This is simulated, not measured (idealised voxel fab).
You're looking at the process module voxel transistor to metal.
Cross-section cut spans 295 nm and uses square cells 5 nm in size.
For the purposes of this document, a cross-section shall be understood as a grid of square cells, specified as bands listed in top-to-bottom order, each band consisting of one or more rows of cells. Within each band entry, the heights of the top and of the bottom of the band appear first, in that order and in nm; the materials of the band then follow from left to right, each with its corresponding width in nm. The designation "all across" on a single material indicates that it fills the band from edge to edge; the designation "empty" indicates empty space. The reference from which all heights are counted is 0, the level beneath which the as-received wafer is entirely one material; the lowest band, having no lower bound, proceeds downward and is written after the example "z 0 and below". The expression "30..40" gives the width at the extremes of the band, the first number at its top row of cells and the second at its bottom row, with the width changing by equal amounts from each row to the next in between. Any step labelled "no modification" changed none of the cells in the cross-section. "Sealed internal cavities" specifies each empty space that is not open to the top and that occupies no fewer than 8 cells, using the form width x height at distance, the distance measured from the left edge and all three quantities in nm. Post-settings text on a step line: simulator's own remark regarding the step. When a step includes a mask, the "overlay nm" setting on its line states how far to the right of its planned place that mask lay, and negative values state how far to the left.

-- Listed below are the process steps as planned
1 RECEIVE: material Si
2 CONFORMAL_DEP: material SiO2, thk nm 5
3 CONFORMAL_DEP: material SiN, thk nm 10
4 MASKED_ETCH: tone cover, mask id ACTIVE, width nm 110, pitch nm 140, etch materials SiN, depth nm 10, overlay nm 0
5 MASKED_ETCH: tone cover, mask id ACTIVE, width nm 110, pitch nm 140, etch materials SiO2, depth nm 5, overlay nm 0
6 MASKED_ETCH: tone cover, mask id ACTIVE, width nm 110, pitch nm 140, etch materials Si, depth nm 20, overlay nm 0
7 FILL_DEP: material SiO2, thk nm 5
8 CMP: height nm 15
9 SELECTIVE_ETCH: etch materials SiO2, depth nm 5
10 STRIP: etch materials SiN
11 SELECTIVE_ETCH: etch materials SiO2, depth nm 5
12 OXIDIZE: depth nm 5
13 DIRECTIONAL_DEP: material polySi, thk nm 30
14 DIRECTIONAL_DEP: material SiCN, thk nm 10
15 MASKED_ETCH: tone cover, mask id GATE, width nm 20, pitch nm 140, etch materials SiCN, depth nm 20, overlay nm 0
16 MASKED_ETCH: tone cover, mask id GATE, width nm 20, pitch nm 140, etch materials polySi, depth nm 40, overlay nm 0
17 CONFORMAL_DEP: material SiO2, thk nm 5
18 DIRECTIONAL_ETCH: etch materials SiO2, depth nm 5
19 CONFORMAL_DEP: material SiN, thk nm 10
20 DIRECTIONAL_ETCH: etch materials SiN, depth nm 10
21 DIRECTIONAL_ETCH: etch materials SiO2, depth nm 5
22 DIRECTIONAL_ETCH: etch materials Si, depth nm 15
23 EPI: material pSi, thk nm 15
24 FILL_DEP: material SiO2, thk nm 10
25 CMP: height nm 40
26 DIRECTIONAL_DEP: material SiO2, thk nm 15
27 PATTERN: tone open, mask id CONTACT, material resist, width nm 20, thk nm 20, overlay nm 0
28 DIRECTIONAL_ETCH: etch materials SiO2, depth nm 45
29 STRIP: etch materials resist
30 CONFORMAL_DEP: material TiN, thk nm 5
31 FILL_DEP: material Ru, thk nm 5
32 CMP: height nm 55
33 CONFORMAL_DEP: material SiCN, thk nm 5
34 DIRECTIONAL_DEP: material SiO2, thk nm 20
35 DIRECTIONAL_DEP: material aC, thk nm 10
36 PATTERN: tone open, mask id METAL_1, material resist, width nm 20, thk nm 30, overlay nm 0
37 DIRECTIONAL_ETCH: etch materials aC, depth nm 10
38 STRIP: etch materials resist
39 DIRECTIONAL_ETCH: etch materials SiO2, depth nm 20
40 DIRECTIONAL_ETCH: etch materials SiCN, depth nm 5
41 STRIP: etch materials aC
42 CONFORMAL_DEP: material TiN, thk nm 5
43 FILL_DEP: material Cu, thk nm 5
44 CMP: height nm 80
45 CONFORMAL_DEP: material SiCN, thk nm 5

-- Cross-section of the wafer at receipt, which is the condition after step 1
* z 0 and below: Si all across
* Sealed internal cavities: none

-- Same starting wafer, same plan as above, one mistake in the execution; this is the cross-section at the end of the module
* z 85 to 80: SiCN all across
* z 80 to 60: 25 of SiO2 | 5 of TiN | 10 of Cu | 5 of TiN | 60 of SiO2 | 5 of TiN | 10 of Cu | 5 of TiN | 40 of SiO2 | 5 of TiN | 10 of Cu | 5 of TiN | 60 of SiO2 | 5 of TiN | 10 of Cu | 5 of TiN | 30 of SiO2
* z 60 to 55: 25 of SiCN | 20 of TiN | 60 of SiCN | 20 of TiN | 40 of SiCN | 20 of TiN | 60 of SiCN | 20 of TiN | 30 of SiCN
* z 55 to 40: 20 of SiO2 | 5 of TiN | 20 of Ru | 5 of TiN | 50 of SiO2 | 5 of TiN | 20 of Ru | 5 of TiN | 30 of SiO2 | 5 of TiN | 20 of Ru | 5 of TiN | 50 of SiO2 | 5 of TiN | 20 of Ru | 5 of TiN | 25 of SiO2
* z 40 to 30: 20 of SiO2 | 5 of TiN | 20 of Ru | 5 of TiN | 10 of SiN | 5 of SiO2 | 20 of SiCN | 5 of SiO2 | 10 of SiN | 5 of TiN | 20 of Ru | 5 of TiN | 30 of SiO2 | 5 of TiN | 20 of Ru | 5 of TiN | 10 of SiN | 5 of SiO2 | 20 of SiCN | 5 of SiO2 | 10 of SiN | 5 of TiN | 20 of Ru | 5 of TiN | 25 of SiO2
* z 30 to 15: 20 of SiO2 | 5 of TiN | 20 of Ru | 5 of TiN | 10 of SiN | 5 of SiO2 | 20 of polySi | 5 of SiO2 | 10 of SiN | 5 of TiN | 20 of Ru | 5 of TiN | 30 of SiO2 | 5 of TiN | 20 of Ru | 5 of TiN | 10 of SiN | 5 of SiO2 | 20 of polySi | 5 of SiO2 | 10 of SiN | 5 of TiN | 20 of Ru | 5 of TiN | 25 of SiO2
* z 15 to 10: 20 of SiO2 | 30 of TiN | 10 of SiN | 5 of SiO2 | 20 of polySi | 5 of SiO2 | 10 of SiN | 30 of TiN | 30 of SiO2 | 30 of TiN | 10 of SiN | 5 of SiO2 | 20 of polySi | 5 of SiO2 | 10 of SiN | 30 of TiN | 25 of SiO2
* z 10 to 5: 25 of SiO2 | 25 of pSi | 10 of SiN | 5 of SiO2 | 20 of polySi | 5 of SiO2 | 10 of SiN | 25 of pSi | 40 of SiO2 | 25 of pSi | 10 of SiN | 5 of SiO2 | 20 of polySi | 5 of SiO2 | 10 of SiN | 25 of pSi | 30 of SiO2
* z 5 to 0: 20 of SiO2 | 10 of SiN | 20 of pSi | 10 of SiN | 5 of SiO2 | 20 of polySi | 5 of SiO2 | 10 of SiN | 20 of pSi | 10 of SiN | 30 of SiO2 | 10 of SiN | 20 of pSi | 10 of SiN | 5 of SiO2 | 20 of polySi | 5 of SiO2 | 10 of SiN | 20 of pSi | 10 of SiN | 25 of SiO2
* z 0 to -5: 30 of SiO2 | 20 of pSi | 50 of SiO2 | 20 of pSi | 50 of SiO2 | 20 of pSi | 50 of SiO2 | 20 of pSi | 35 of SiO2
* z -5 to -20: 20 of SiO2 | 10 of Si | 20 of pSi | 50 of Si | 20 of pSi | 10 of Si | 30 of SiO2 | 10 of Si | 20 of pSi | 50 of Si | 20 of pSi | 10 of Si | 25 of SiO2
* z -20 and below: Si all across
* Sealed internal cavities: none
Where did the run depart from the plan? step 27 did not use the planned setting and instead ran as PATTERN: tone open, mask id CONTACT, material resist, width nm 30, thk nm 20, overlay nm 0
